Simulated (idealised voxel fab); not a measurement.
Process module in this document: voxel lift off
The cross-section on display is named cut; it measures 195 nm wide, and its cells are 5 nm squares.
A cross-section in this document is a grid of square cells, and it is written down as bands, the top band listed before the ones below it; a band is made up of one or more rows of cells. Within each band entry, the heights of the top and of the bottom of the band appear first, in that order and in nm; the materials of the band then follow from left to right, each with its corresponding width in nm. The designation "throughout" on a single material indicates that it fills the band from edge to edge; the designation "air" indicates empty space. Heights from 0 (as-received wafer is one material below). Bottom band endless downward, as "0 and below". Note: "30->40" means the width goes from the first number (top row of the band) to the second number (bottom row) in equal steps per row of cells. You'll sometimes find "nothing got changed" written for a step, and that's the way of saying that nowhere in the cross-section did a cell change during that step. Basically, "Cavities, sealed" tells you about the enclosed voids: empty spaces with no open way to the top, 8 cells or bigger, each written width x height at distance, where distance is from the left edge, all in nm. If you see something after the settings on a step's line, that's the simulator's own remark about that step. A step's line can hold "overlay nm"; with a mask on that step, the setting says how far right of the planned place the mask lay, while a negative setting says it lay to the left.
Steps in the process plan
1) op RECEIVE | material Si
2) op CONFORMAL_DEP | material Al2O3 | thk nm 5
3) op PATTERN | tone open | mask id LINES | material resist | width nm 25 | pitch nm 50 | thk nm 30 | overlay nm 0
4) op DIRECTIONAL_DEP | material Ru | thk nm 15
5) op STRIP | etch materials resist
6) op CONFORMAL_DEP | material SiN | thk nm 5
Wafer-to-wafer difference: thk nm, step 6. Common start. Plan = first wafer's value.
Sectional view: first of several wafers, as received, after step 1
* 0 and below: Si throughout
* Cavities, sealed: none
Here is how to read the rows: every wafer has a row, and it shows the wafer at the end of the module, giving for each material how many cells were gained (+) or lost (-) since the wafer was received, then listing its closed voids
thk nm 5 | +39 Al2O3 | +45 Ru | +57 SiN | Cavities, sealed: none
thk nm 10 | +39 Al2O3 | +45 Ru | +114 SiN | Cavities, sealed: none
thk nm 15 | +39 Al2O3 | +45 Ru | +165 SiN | Cavities, sealed: none
thk nm 20 | +39 Al2O3 | +45 Ru | +210 SiN | Cavities, sealed: none
thk nm 25 | +39 Al2O3 | +45 Ru | +255 SiN | Cavities, sealed: none
